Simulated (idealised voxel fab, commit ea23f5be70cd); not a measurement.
Module name: voxel ribs on slabs (process module)
For reference, the cross-section in this document is cut, with width 140 nm and square cells of 5 nm.
Cross-section spec: square-cell grid; bands listed top down; each band is one or more rows. What a band's entry tells you: where the top is and where the bottom is, as heights in nm, and after that what lies inside, material by material from left to right, each with its width in nm. Empty space is written as the word "blank", and a single material marked with the word "full width" occupies the band from edge to edge. A quick word on heights: they are counted from 0, and under that level the wafer as it came to us is one material throughout. The lowest band is different from the rest in having no bottom; it simply continues downward, written as in "top 0, no bottom". Read "30->40" as a graded width: first number on top, second number at the bottom, same change between each pair of neighbouring rows. When a step is marked "no modification", none of the cells in the cross-section changed during that step. Under "Closed void table" you'll find the enclosed gaps, the ones with no way out to the top, that are 8 cells or bigger; each reads width x height at distance, with distance counted from the left edge, everything in nm. Note: text after step settings on the step line = simulator remark on that step. The "overlay nm" setting may appear on a step's line; for a step that uses a mask, it gives how far to the right of its planned position the mask lay, and a negative value indicates the left.

THESE ARE THE STEPS WE PLANNED FOR THE PROCESS
1,RECEIVE with material Si
2,DIRECTIONAL_DEP with material SiO2, thk nm 30
3,DIRECTIONAL_DEP with material polySi, thk nm 15
4,DIRECTIONAL_DEP with material aC, thk nm 10
5,PATTERN with tone cover, mask id RIB, material resist, width nm 20, thk nm 30, overlay nm 0
6,DIRECTIONAL_ETCH with etch materials aC, depth nm 10
7,STRIP with etch materials resist
8,DIRECTIONAL_ETCH with etch materials polySi, depth nm 5
9,STRIP with etch materials aC
10,MASKED_ETCH with tone cover, mask id SLAB, width nm 60, etch materials polySi, depth nm 10, overlay nm 0
11,FILL_DEP with material SiO2, thk nm 25
12,CMP with height nm 65
13,DIRECTIONAL_DEP with material TiN, thk nm 5
14,DIRECTIONAL_DEP with material aC, thk nm 15
15,PATTERN with tone cover, mask id HEATER, material resist, width nm 30, thk nm 30, overlay nm 0
16,DIRECTIONAL_ETCH with etch materials aC, depth nm 15
17,STRIP with etch materials resist
18,DIRECTIONAL_ETCH with etch materials TiN, depth nm 5
19,STRIP with etch materials aC
20,CONFORMAL_DEP with material SiO2, thk nm 5

SHOWN IN CROSS-SECTION IS THE WAFER AS RECEIVED, THAT IS, AS IT STANDS AFTER STEP 1
- top 0, no bottom  Si full width
- Closed void table: none

CROSS-SECTIONAL VIEW OF THE FIRST OF THE TWO WAFERS UPON COMPLETION OF THE MODULE, PROCESSED IN ACCORDANCE WITH THE PLAN
- top 75, bottom 70  blank 50 nm; SiO2 40 nm; blank 50 nm
- top 70, bottom 65  SiO2 55 nm; TiN 30 nm; SiO2 55 nm
- top 65, bottom 45  SiO2 full width
- top 45, bottom 40  SiO2 60 nm; polySi 20 nm; SiO2 60 nm
- top 40, bottom 30  SiO2 40 nm; polySi 60 nm; SiO2 40 nm
- top 30, bottom 0  SiO2 full width
- top 0, no bottom  Si full width
- Closed void table: none

SECOND WAFER THROUGH THE MODULE, SECTIONED AT THE END: SAME BEGINNING AND SAME PLAN AS THE FIRST WAFER, WITH ONE MISTAKE IN CARRYING IT OUT
- top 85, bottom 80  blank 40 nm; SiO2 60 nm; blank 40 nm
- top 80, bottom 70  SiO2 full width
- top 70, bottom 65  SiO2 55 nm; TiN 30 nm; SiO2 55 nm
- top 65, bottom 45  SiO2 full width
- top 45, bottom 40  SiO2 60 nm; polySi 20 nm; SiO2 60 nm
- top 40, bottom 30  SiO2 40 nm; polySi 60 nm; SiO2 40 nm
- top 30, bottom 0  SiO2 full width
- top 0, no bottom  Si full width
- Closed void table: none
What broke from the plan during processing? it should be noted that step 20 was executed with settings other than those planned, the operation and settings actually applied being CONFORMAL_DEP with material SiO2, thk nm 15
At the finish, the second wafer shows more or fewer cells for some materials than the first does: SiO2: 60 more
